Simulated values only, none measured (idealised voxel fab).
The name of this process module is voxel released beams.
Cross-section cut: width 145 nm, square cells of 5 nm.
When this document writes out a cross-section, it uses a grid of square cells and lists it as bands, beginning at the top and moving down, with a band standing for one or more rows of cells.
Within each band entry, the heights of the top and of the bottom of the band appear first, in that order and in nm; the materials of the band then follow from left to right, each with its corresponding width in nm. The designation "throughout" on a single material indicates that it fills the band from edge to edge; the designation "blank" indicates empty space.
We count height from 0. Below that, the starting wafer is all one material. The lowest band never ends at the bottom but goes on down; see "0 -> down" for how that is written.
You'd read "30..40" like this: the band's top row of cells is as wide as the first number, its bottom row is as wide as the second, and going down, every row changes width by the same amount as the row before did.
"no change occurred" (step): cross-section cells unchanged, all of them.
Enclosed voids (no open way to top), threshold 8 cells or more, entry "Non-vented voids", notation width x height at distance, distance from left edge, nm.
On each step's line, the part that comes after the settings is the simulator's own comment on the step.
overlay nm: step with mask; distance mask lay right of planned place; negative value = left of planned place.

-- Below is the list of planned process steps
1: RECEIVE with material Si
2: CONFORMAL_DEP with material Al2O3, thk nm 5
3: DIRECTIONAL_DEP with material SiO2, thk nm 20
4: MASKED_ETCH with tone open, mask id ANCHOR, width nm 45, etch materials SiO2, depth nm 20, overlay nm 0
5: CONFORMAL_DEP with material polySi, thk nm 15
6: MASKED_ETCH with tone cover, mask id BEAM, width nm 90, etch materials polySi, depth nm 15, overlay nm 0
7: STRIP with etch materials SiO2

-- Incoming wafer, cross-sectional view, post step 1
- 0 -> down | Si throughout
- Non-vented voids: none

-- Here's the wafer cut in cross-section after the module, started and planned just like above, except one thing was done wrong in the run
- 25 -> 5 | 30 nm blank; 15 nm polySi; 15 nm blank; 15 nm polySi; 70 nm blank
- 5 -> 0 | Al2O3 throughout
- 0 -> down | Si throughout
- Non-vented voids: none
Nonconformance to the process plan: note that step 6 departed from the planned setting and was carried out as MASKED_ETCH with tone open, mask id BEAM, width nm 90, etch materials polySi, depth nm 15, overlay nm 0
